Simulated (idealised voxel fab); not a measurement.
The document below concerns the process module designated voxel plated lines.
Each square cell in cross-section cut measures 5 nm, and the section as a whole is 200 nm wide.
Format of a cross-section: grid, square cells. Given as bands. Order: top down. Band: one or more rows of cells. Read a band's entry like this: the first values are the height of its top and the height of its bottom in nm, and what follows is the sequence of materials from left to right, each with its width in nm. Note that "empty" is empty space, and that a single material marked "all across" reaches across the band from edge to edge. Height is counted from the level 0, under which the received wafer is composed throughout of one material. The lowest of the bands is not closed at the bottom but continues downward, in the notation "0 -> down". When a width is written as two numbers, as in "30->40", the first number is the width in the top row of cells of the band and the second is the width in its bottom row, and the width changes by the same amount from each row to the next. "remained the same" after a step means that no cell of the cross-section changed. "Completely enclosed voids" - sealed voids, min. 8 cells, no opening to top; format: width x height at distance (distance from left edge; nm throughout). after a step's settings: what the simulator itself notes on the step. The setting "overlay nm" may be written on the line of a step. When the step uses a mask, the value reports how far to the right of the planned place the mask lay, and a negative value reports that it lay to the left.
### Steps planned for the process
1) RECEIVE,material Si
2) CONFORMAL_DEP,material Al2O3,thk nm 10
3) DIRECTIONAL_DEP,material TiN,thk nm 5
4) PATTERN,tone open,mask id LINES,material resist,width nm 25,pitch nm 55,thk nm 35,overlay nm 0
5) EPI,material Ru,thk nm 10
6) EPI,material Ru,thk nm 5
7) EPI,material Ru,thk nm 5
8) STRIP,etch materials resist
9) DIRECTIONAL_ETCH,etch materials TiN,depth nm 5
10) CONFORMAL_DEP,material SiN,thk nm 10
### Incoming wafer in cross-section (state: after step 1)
0 -> down | Si all across
Completely enclosed voids: none
### The module was run from the start shown above using the plan shown above, but one mistake was made doing it; the resulting wafer cross-section is below
45 -> 35 | 45 nm empty; 45 nm SiN; 10 nm empty; 45 nm SiN; 55 nm empty
35 -> 20 | 45 nm empty; 10 nm SiN; 25 nm Ru; 10 nm SiN; 10 nm empty; 10 nm SiN; 25 nm Ru; 10 nm SiN; 55 nm empty
20 -> 15 | 55 nm SiN; 25 nm Ru; 30 nm SiN; 25 nm Ru; 65 nm SiN
15 -> 10 | 55 nm SiN; 25 nm TiN; 30 nm SiN; 25 nm TiN; 65 nm SiN
10 -> 0 | Al2O3 all across
0 -> down | Si all across
Completely enclosed voids: none
Where did the run depart from the plan? step 4 ran as: PATTERN,tone open,mask id LINES,material resist,width nm 25,pitch nm 55,thk nm 35,overlay nm -5
